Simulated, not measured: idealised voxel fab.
This is a process module. Its name is voxel transistor to metal.
Square cell edge 5 nm, section width 290 nm, ID cut.
Bands, listed from the top down, are how a cross-section gets written in this document; the cross-section itself is a grid of square cells, and a band is one or more rows of them.
Read a band's entry like this: the first values are the height of its top and the height of its bottom in nm, and what follows is the sequence of materials from left to right, each with its width in nm. Note that "air" is empty space, and that a single material marked "everywhere" reaches across the band from edge to edge.
The level at which height equals 0 is the one under which the wafer, as it arrives, is entirely one material. No lower edge exists for the bottom band, which continues downward and is notated as in "top 0, no bottom".
Per-row width for "30..40": begins at first number (top row of band), ends at second number (bottom row), increment between rows held constant.
For the purposes of this document, the phrase "changes: none" attached to a step denotes that no cell within the cross-section was modified by that step.
Closed void roster: empty space of 8 cells or more with no open way to the top, each as width x height at its distance from the left edge, in nm
Past the settings on a step's line: simulator remark, on that step.
What "overlay nm" on a step's line means: if the step has a mask, that mask lay this far to the right of its planned place, or, when the value is negative, to the left.
### This section lists the process steps that were planned
step 1: op RECEIVE | material Si
step 2: op CONFORMAL_DEP | material SiO2 | thk nm 5
step 3: op CONFORMAL_DEP | material SiN | thk nm 15
step 4: op PATTERN | tone cover | mask id ACTIVE | material resist | width nm 105 | pitch nm 125 | thk nm 15 | overlay nm 0
step 5: op DIRECTIONAL_ETCH | etch materials SiN | depth nm 15
step 6: op DIRECTIONAL_ETCH | etch materials SiO2 | depth nm 5
step 7: op DIRECTIONAL_ETCH | etch materials Si | depth nm 25
step 8: op STRIP | etch materials resist
step 9: op FILL_DEP | material SiO2 | thk nm 15
step 10: op CMP | height nm 20
step 11: op SELECTIVE_ETCH | etch materials SiO2 | depth nm 5
step 12: op STRIP | etch materials SiN
step 13: op SELECTIVE_ETCH | etch materials SiO2 | depth nm 5
step 14: op OXIDIZE | depth nm 5
step 15: op DIRECTIONAL_DEP | material polySi | thk nm 30
step 16: op DIRECTIONAL_DEP | material SiCN | thk nm 15
step 17: op PATTERN | tone cover | mask id GATE | material resist | width nm 35 | pitch nm 125 | thk nm 15 | overlay nm 0
step 18: op DIRECTIONAL_ETCH | etch materials SiCN | depth nm 25
step 19: op DIRECTIONAL_ETCH | etch materials polySi | depth nm 40
step 20: op STRIP | etch materials resist
step 21: op CONFORMAL_DEP | material SiN | thk nm 5
step 22: op DIRECTIONAL_ETCH | etch materials SiN | depth nm 5
step 23: op DIRECTIONAL_ETCH | etch materials SiO2 | depth nm 5
step 24: op EPI | material pSi | thk nm 5
step 25: op FILL_DEP | material SiO2 | thk nm 10
step 26: op CMP | height nm 30
step 27: op STRIP | etch materials polySi
step 28: op SELECTIVE_ETCH | etch materials SiO2 | depth nm 5
step 29: op CONFORMAL_DEP | material HfO2 | thk nm 5
step 30: op CONFORMAL_DEP | material TiN | thk nm 5
step 31: op FILL_DEP | material W | thk nm 5
step 32: op CMP | height nm 25
step 33: op DIRECTIONAL_DEP | material SiO2 | thk nm 15
step 34: op MASKED_ETCH | tone open | mask id CONTACT | width nm 15 | etch materials SiO2 | depth nm 40 | overlay nm 0
step 35: op CONFORMAL_DEP | material TiN | thk nm 5
step 36: op FILL_DEP | material Ru | thk nm 5
step 37: op CMP | height nm 40
step 38: op CONFORMAL_DEP | material SiCN | thk nm 5
step 39: op DIRECTIONAL_DEP | material SiO2 | thk nm 25
step 40: op PATTERN | tone open | mask id METAL_1 | material resist | width nm 15 | thk nm 20 | overlay nm 0
step 41: op DIRECTIONAL_ETCH | etch materials SiO2 | depth nm 25
step 42: op DIRECTIONAL_ETCH | etch materials SiCN | depth nm 5
step 43: op STRIP | etch materials resist
step 44: op CONFORMAL_DEP | material TiN | thk nm 5
step 45: op FILL_DEP | material Ru | thk nm 10
step 46: op CMP | height nm 70
step 47: op CONFORMAL_DEP | material SiCN | thk nm 5
### Cross-section of the wafer upon arrival, representing the state reached after step 1
- top 0, no bottom  Si everywhere
- Closed void roster: none
### One mistake in running the module, otherwise start and plan as above: cross-section at the end
- top 75, bottom 70  SiCN everywhere
- top 70, bottom 45  SiO2 35 nm; TiN 5 nm; Ru 5 nm; TiN 5 nm; SiO2 65 nm; TiN 5 nm; Ru 5 nm; TiN 5 nm; SiO2 30 nm; TiN 5 nm; Ru 5 nm; TiN 5 nm; SiO2 65 nm; TiN 5 nm; Ru 5 nm; TiN 5 nm; SiO2 35 nm
- top 45, bottom 40  SiCN 35 nm; TiN 15 nm; SiCN 65 nm; TiN 15 nm; SiCN 30 nm; TiN 15 nm; SiCN 65 nm; TiN 15 nm; SiCN 35 nm
- top 40, bottom 30  SiO2 35 nm; TiN 5 nm; Ru 5 nm; TiN 5 nm; SiO2 65 nm; TiN 5 nm; Ru 5 nm; TiN 5 nm; SiO2 30 nm; TiN 5 nm; Ru 5 nm; TiN 5 nm; SiO2 65 nm; TiN 5 nm; Ru 5 nm; TiN 5 nm; SiO2 35 nm
- top 30, bottom 25  SiO2 35 nm; TiN 15 nm; SiO2 65 nm; TiN 15 nm; SiO2 30 nm; TiN 15 nm; SiO2 65 nm; TiN 15 nm; SiO2 35 nm
- top 25, bottom 15  W 55 nm; TiN 5 nm; HfO2 5 nm; SiN 5 nm; SiO2 25 nm; SiN 5 nm; HfO2 5 nm; TiN 5 nm; W 70 nm; TiN 5 nm; HfO2 5 nm; SiN 5 nm; SiO2 25 nm; SiN 5 nm; HfO2 5 nm; TiN 5 nm; W 55 nm
- top 15, bottom 10  TiN 30 nm; W 25 nm; TiN 5 nm; HfO2 5 nm; SiN 5 nm; SiO2 25 nm; SiN 5 nm; HfO2 5 nm; TiN 5 nm; W 70 nm; TiN 5 nm; HfO2 5 nm; SiN 5 nm; SiO2 25 nm; SiN 5 nm; HfO2 5 nm; TiN 5 nm; W 25 nm; TiN 30 nm
- top 10, bottom 5  HfO2 25 nm; TiN 5 nm; W 25 nm; TiN 5 nm; HfO2 5 nm; SiN 5 nm; SiO2 25 nm; SiN 5 nm; HfO2 5 nm; TiN 5 nm; W 70 nm; TiN 5 nm; HfO2 5 nm; SiN 5 nm; SiO2 25 nm; SiN 5 nm; HfO2 5 nm; TiN 5 nm; W 25 nm; TiN 5 nm; HfO2 25 nm
- top 5, bottom 0  SiO2 20 nm; HfO2 5 nm; TiN 35 nm; HfO2 5 nm; SiN 5 nm; SiO2 25 nm; SiN 5 nm; HfO2 5 nm; TiN 80 nm; HfO2 5 nm; SiN 5 nm; SiO2 25 nm; SiN 5 nm; HfO2 5 nm; TiN 35 nm; HfO2 5 nm; SiO2 20 nm
- top 0, bottom -5  SiO2 20 nm; HfO2 50 nm; pSi 25 nm; HfO2 100 nm; pSi 25 nm; HfO2 50 nm; SiO2 20 nm
- top -5, bottom -25  SiO2 30 nm; Si 105 nm; SiO2 20 nm; Si 105 nm; SiO2 30 nm
- top -25, no bottom  Si everywhere
- Closed void roster: none
What went wrong in running the wafer? planned and actual differ for step 17; actual: op PATTERN | tone open | mask id GATE | material resist | width nm 35 | pitch nm 125 | thk nm 15 | overlay nm 0
